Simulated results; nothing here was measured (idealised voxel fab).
process module | voxel air gaps
cross-section cut | 250 nm wide | cells 5 nm
A cross-section is a grid of square cells, given in bands from the top down. A band is one or more rows of cells.
Each band's line starts with the height of the band's top and of its bottom, in nm. Then come its materials from left to right, each with its width in nm. One material with "throughout" fills the band from edge to edge. "air" is empty space.
Height 0 is the level under which the wafer as received is all one material. The lowest band goes on downwards, as in "0 down".
A width such as "30 to 40" changes by the same amount from each row of cells to the next, from the band's top row to its bottom row.
"no change" after a step means that no cell of the cross-section changed.
closed voids: empty space of 8 cells or more with no open way to the top, each as width x height at its distance from the left edge, in nm
after a step's settings: what the simulator itself notes on the step
overlay nm, on a step with a mask: how far to the right of its planned place the mask lay; to the left if negative
plan
1 op RECEIVE | material Si
2 op CONFORMAL_DEP | material SiO2 | thk nm 15
3 op CONFORMAL_DEP | material SiN | thk nm 5
4 op DIRECTIONAL_DEP | material SiO2 | thk nm 40
5 op DIRECTIONAL_DEP | material aC | thk nm 15
6 op PATTERN | tone open | mask id LINES | material resist | width nm 15 | pitch nm 40 | thk nm 35 | overlay nm 0
7 op DIRECTIONAL_ETCH | etch materials aC | depth nm 15
8 op STRIP | etch materials resist
9 op DIRECTIONAL_ETCH | etch materials SiO2 | depth nm 40
10 op STRIP | etch materials aC
11 op CONFORMAL_DEP | material TiN | thk nm 5
12 op FILL_DEP | material Cu | thk nm 5
13 op CMP | height nm 60
14 op EPI | material Ru | thk nm 10
15 op SELECTIVE_ETCH | etch materials SiO2 | depth nm 50
16 op CONFORMAL_DEP | material SiCN | thk nm 5
first wafer, as planned
as received, after step 1
  0 down: Si throughout
  closed voids: none
after step 2
  15 to 0: SiO2 throughout
  below 0: unchanged
after step 3
  20 to 15: SiN throughout
  below 15: unchanged
after step 4
  60 to 20: SiO2 throughout
  below 20: unchanged
after step 5
  75 to 60: aC throughout
  below 60: unchanged
after step 6
  110 to 75: resist 75 | air 15 | resist 25 | air 15 | resist 25 | air 15 | resist 80
  below 75: unchanged
after step 7
  95 to 75: resist 75 | air 15 | resist 25 | air 15 | resist 25 | air 15 | resist 80
  75 to 60: aC 75 | air 15 | aC 25 | air 15 | aC 25 | air 15 | aC 80
  below 60: unchanged
after step 8
  75 to 60: aC 75 | air 15 | aC 25 | air 15 | aC 25 | air 15 | aC 80
  below 60: unchanged
after step 9
  75 to 60: aC 75 | air 15 | aC 25 | air 15 | aC 25 | air 15 | aC 80
  60 to 20: SiO2 75 | air 15 | SiO2 25 | air 15 | SiO2 25 | air 15 | SiO2 80
  below 20: unchanged
after step 10
  60 to 20: SiO2 75 | air 15 | SiO2 25 | air 15 | SiO2 25 | air 15 | SiO2 80
  below 20: unchanged
after step 11
  65 to 60: TiN 80 | air 5 | TiN 35 | air 5 | TiN 35 | air 5 | TiN 85
  60 to 25: SiO2 75 | TiN 5 | air 5 | TiN 5 | SiO2 25 | TiN 5 | air 5 | TiN 5 | SiO2 25 | TiN 5 | air 5 | TiN 5 | SiO2 80
  25 to 20: SiO2 75 | TiN 15 | SiO2 25 | TiN 15 | SiO2 25 | TiN 15 | SiO2 80
  below 20: unchanged
after step 12
  70 to 65: Cu throughout
  65 to 60: TiN 80 | Cu 5 | TiN 35 | Cu 5 | TiN 35 | Cu 5 | TiN 85
  60 to 25: SiO2 75 | TiN 5 | Cu 5 | TiN 5 | SiO2 25 | TiN 5 | Cu 5 | TiN 5 | SiO2 25 | TiN 5 | Cu 5 | TiN 5 | SiO2 80
  below 25: unchanged
after step 13
  60 to 25: SiO2 75 | TiN 5 | Cu 5 | TiN 5 | SiO2 25 | TiN 5 | Cu 5 | TiN 5 | SiO2 25 | TiN 5 | Cu 5 | TiN 5 | SiO2 80
  below 25: unchanged
after step 14
  70 to 60: air 65 | Ru 35 | air 5 | Ru 35 | air 5 | Ru 35 | air 70
  below 60: unchanged
after step 15
  70 to 60: air 65 | Ru 35 | air 5 | Ru 35 | air 5 | Ru 35 | air 70
  60 to 25: air 75 | TiN 5 | Cu 5 | TiN 5 | air 25 | TiN 5 | Cu 5 | TiN 5 | air 25 | TiN 5 | Cu 5 | TiN 5 | air 80
  25 to 20: air 75 | TiN 15 | air 25 | TiN 15 | air 25 | TiN 15 | air 80
  below 20: unchanged
after step 16
  75 to 70: air 60 | SiCN 125 | air 65
  70 to 60: air 60 | SiCN 5 | Ru 35 | SiCN 5 | Ru 35 | SiCN 5 | Ru 35 | SiCN 5 | air 65
  60 to 55: air 60 | SiCN 15 | TiN 5 | Cu 5 | TiN 5 | SiCN 25 | TiN 5 | Cu 5 | TiN 5 | SiCN 25 | TiN 5 | Cu 5 | TiN 5 | SiCN 15 | air 65
  55 to 25: air 70 | SiCN 5 | TiN 5 | Cu 5 | TiN 5 | SiCN 5 | air 15 | SiCN 5 | TiN 5 | Cu 5 | TiN 5 | SiCN 5 | air 15 | SiCN 5 | TiN 5 | Cu 5 | TiN 5 | SiCN 5 | air 75
  25 to 20: SiCN 75 | TiN 15 | SiCN 25 | TiN 15 | SiCN 25 | TiN 15 | SiCN 80
  below 20: unchanged
  closed voids: 15 x 30 at 95; 15 x 30 at 135
second wafer: like start, like plan, one mistake. Through step 1 it matches the first wafer
when step 2 should have ended
  30 to 0: SiO2 throughout
  below 0: unchanged
when step 3 should have ended
  35 to 30: SiN throughout
  below 30: unchanged
when step 4 should have ended
  75 to 35: SiO2 throughout
  below 35: unchanged
when step 5 should have ended
  90 to 75: aC throughout
  below 75: unchanged
when step 6 should have ended
  125 to 90: resist 75 | air 15 | resist 25 | air 15 | resist 25 | air 15 | resist 80
  below 90: unchanged
when step 7 should have ended
  110 to 90: resist 75 | air 15 | resist 25 | air 15 | resist 25 | air 15 | resist 80
  90 to 75: aC 75 | air 15 | aC 25 | air 15 | aC 25 | air 15 | aC 80
  below 75: unchanged
when step 8 should have ended
  90 to 75: aC 75 | air 15 | aC 25 | air 15 | aC 25 | air 15 | aC 80
  below 75: unchanged
when step 9 should have ended
  90 to 75: aC 75 | air 15 | aC 25 | air 15 | aC 25 | air 15 | aC 80
  75 to 35: SiO2 75 | air 15 | SiO2 25 | air 15 | SiO2 25 | air 15 | SiO2 80
  below 35: unchanged
when step 10 should have ended
  75 to 35: SiO2 75 | air 15 | SiO2 25 | air 15 | SiO2 25 | air 15 | SiO2 80
  below 35: unchanged
when step 11 should have ended
  80 to 75: TiN 80 | air 5 | TiN 35 | air 5 | TiN 35 | air 5 | TiN 85
  75 to 40: SiO2 75 | TiN 5 | air 5 | TiN 5 | SiO2 25 | TiN 5 | air 5 | TiN 5 | SiO2 25 | TiN 5 | air 5 | TiN 5 | SiO2 80
  40 to 35: SiO2 75 | TiN 15 | SiO2 25 | TiN 15 | SiO2 25 | TiN 15 | SiO2 80
  below 35: unchanged
when step 12 should have ended
  85 to 80: Cu throughout
  80 to 75: TiN 80 | Cu 5 | TiN 35 | Cu 5 | TiN 35 | Cu 5 | TiN 85
  75 to 40: SiO2 75 | TiN 5 | Cu 5 | TiN 5 | SiO2 25 | TiN 5 | Cu 5 | TiN 5 | SiO2 25 | TiN 5 | Cu 5 | TiN 5 | SiO2 80
  below 40: unchanged
when step 13 should have ended
  60 to 40: SiO2 75 | TiN 5 | Cu 5 | TiN 5 | SiO2 25 | TiN 5 | Cu 5 | TiN 5 | SiO2 25 | TiN 5 | Cu 5 | TiN 5 | SiO2 80
  below 40: unchanged
when step 14 should have ended
  70 to 60: air 65 | Ru 35 | air 5 | Ru 35 | air 5 | Ru 35 | air 70
  below 60: unchanged
when step 15 should have ended
  70 to 60: air 65 | Ru 35 | air 5 | Ru 35 | air 5 | Ru 35 | air 70
  60 to 40: air 75 | TiN 5 | Cu 5 | TiN 5 | air 25 | TiN 5 | Cu 5 | TiN 5 | air 25 | TiN 5 | Cu 5 | TiN 5 | air 80
  40 to 35: air 75 | TiN 15 | air 25 | TiN 15 | air 25 | TiN 15 | air 80
  below 35: unchanged
when step 16 should have ended
  75 to 70: air 60 | SiCN 125 | air 65
  70 to 60: air 60 | SiCN 5 | Ru 35 | SiCN 5 | Ru 35 | SiCN 5 | Ru 35 | SiCN 5 | air 65
  60 to 55: air 60 | SiCN 15 | TiN 5 | Cu 5 | TiN 5 | SiCN 25 | TiN 5 | Cu 5 | TiN 5 | SiCN 25 | TiN 5 | Cu 5 | TiN 5 | SiCN 15 | air 65
  55 to 40: air 70 | SiCN 5 | TiN 5 | Cu 5 | TiN 5 | SiCN 5 | air 15 | SiCN 5 | TiN 5 | Cu 5 | TiN 5 | SiCN 5 | air 15 | SiCN 5 | TiN 5 | Cu 5 | TiN 5 | SiCN 5 | air 75
  40 to 35: SiCN 75 | TiN 15 | SiCN 25 | TiN 15 | SiCN 25 | TiN 15 | SiCN 80
  below 35: unchanged
  closed voids: 15 x 15 at 95; 15 x 15 at 135
what went wrong: step 2 was run twice
at the end the second wafer has, in cells: 9 fewer of Cu | 18 fewer of SiCN | 150 more of SiO2 | 18 fewer of TiN
